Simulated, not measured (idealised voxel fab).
process module | voxel capacitor over wiring
cross-section cut | 200 nm wide | cells 5 nm
A cross-section is a grid of square cells, given in bands from the top down. A band is one or more rows of cells.
Each band's line starts with the height of the band's top and of its bottom, in nm. Then come its materials from left to right, each with its width in nm. One material with "throughout" fills the band from edge to edge. "air" is empty space.
Height 0 is the level under which the wafer as received is all one material. The lowest band goes on downwards, as in "0 down".
A width such as "30 to 40" changes by the same amount from each row of cells to the next, from the band's top row to its bottom row.
"no change" after a step means that no cell of the cross-section changed.
closed voids: empty space of 8 cells or more with no open way to the top, each as width x height at its distance from the left edge, in nm
after a step's settings: what the simulator itself notes on the step
overlay nm, on a step with a mask: how far to the right of its planned place the mask lay; to the left if negative
plan
1 op RECEIVE | material Si
2 op CONFORMAL_DEP | material SiO2 | thk nm 10
3 op CONFORMAL_DEP | material SiCN | thk nm 5
4 op DIRECTIONAL_DEP | material SiO2 | thk nm 15
5 op MASKED_ETCH | tone open | mask id METAL_1 | width nm 20 | pitch nm 70 | etch materials SiO2 | depth nm 15 | overlay nm 0
6 op MASKED_ETCH | tone open | mask id METAL_1 | width nm 20 | pitch nm 70 | etch materials SiCN | depth nm 5 | overlay nm 0
7 op CONFORMAL_DEP | material TiN | thk nm 5
8 op FILL_DEP | material W | thk nm 10
9 op CMP | height nm 30
10 op CONFORMAL_DEP | material SiCN | thk nm 5
11 op DIRECTIONAL_DEP | material lowk | thk nm 20
12 op PATTERN | tone open | mask id PLUG_1 | material resist | width nm 15 | thk nm 20 | overlay nm 0
13 op DIRECTIONAL_ETCH | etch materials lowk | depth nm 20
14 op DIRECTIONAL_ETCH | etch materials SiCN | depth nm 5
15 op STRIP | etch materials resist
16 op CONFORMAL_DEP | material TiN | thk nm 5
17 op FILL_DEP | material Cu | thk nm 10
18 op CMP | height nm 55
19 op DIRECTIONAL_DEP | material TiN | thk nm 5
20 op DIRECTIONAL_DEP | material Al2O3 | thk nm 5
21 op DIRECTIONAL_DEP | material TiN | thk nm 10
22 op MASKED_ETCH | tone cover | mask id UPPER_PLATE | width nm 55 | etch materials TiN | depth nm 10 | overlay nm 0
23 op MASKED_ETCH | tone cover | mask id UPPER_PLATE | width nm 55 | etch materials Al2O3 | depth nm 5 | overlay nm 0
24 op MASKED_ETCH | tone cover | mask id LOWER_PLATE | width nm 65 | etch materials TiN | depth nm 5 | overlay nm 0
25 op FILL_DEP | material SiO2 | thk nm 15
26 op CMP | height nm 85
27 op MASKED_ETCH | tone open | mask id PLUG_2 | width nm 15 | etch materials SiO2 | depth nm 10 | overlay nm 0
28 op CONFORMAL_DEP | material TiN | thk nm 5
29 op FILL_DEP | material Cu | thk nm 10
30 op CMP | height nm 85
31 op CONFORMAL_DEP | material SiN | thk nm 5
as received, after step 1
  0 down: Si throughout
  closed voids: none
first wafer at the end, as planned
  90 to 85: SiN throughout
  85 to 80: SiO2 70 | TiN 5 | Cu 5 | TiN 5 | SiO2 115
  80 to 75: SiO2 70 | TiN 15 | SiO2 115
  75 to 65: SiO2 60 | TiN 55 | SiO2 85
  65 to 60: SiO2 60 | Al2O3 55 | SiO2 85
  60 to 55: SiO2 55 | TiN 65 | SiO2 80
  55 to 35: lowk 60 | TiN 5 | Cu 5 | TiN 5 | lowk 125
  35 to 30: SiCN 60 | TiN 15 | SiCN 125
  30 to 15: SiO2 55 | TiN 5 | W 10 | TiN 5 | SiO2 50 | TiN 5 | W 10 | TiN 5 | SiO2 55
  15 to 10: SiCN 55 | TiN 20 | SiCN 50 | TiN 20 | SiCN 55
  10 to 0: SiO2 throughout
  0 down: Si throughout
  closed voids: none
second wafer at the end: like start, like plan, one mistake
  90 to 85: SiN throughout
  85 to 80: SiO2 70 | TiN 5 | Cu 5 | TiN 5 | SiO2 115
  80 to 75: SiO2 70 | TiN 15 | SiO2 115
  75 to 65: SiO2 60 | TiN 55 | SiO2 85
  65 to 60: SiO2 60 | Al2O3 55 | SiO2 85
  60 to 55: SiO2 55 | TiN 65 | SiO2 80
  55 to 35: lowk 60 | TiN 5 | Cu 5 | TiN 5 | lowk 125
  35 to 30: SiCN 60 | TiN 15 | SiCN 125
  30 to 25: W throughout
  25 to 20: TiN 60 | W 10 | TiN 60 | W 10 | TiN 60
  20 to 5: SiO2 55 | TiN 5 | W 10 | TiN 5 | SiO2 50 | TiN 5 | W 10 | TiN 5 | SiO2 55
  5 to 0: SiCN 55 | TiN 20 | SiCN 50 | TiN 20 | SiCN 55
  0 down: Si throughout
  closed voids: none
what went wrong: step 2 was left out
at the end the second wafer has, in cells: 80 fewer of SiO2 | 36 more of TiN | 44 more of W
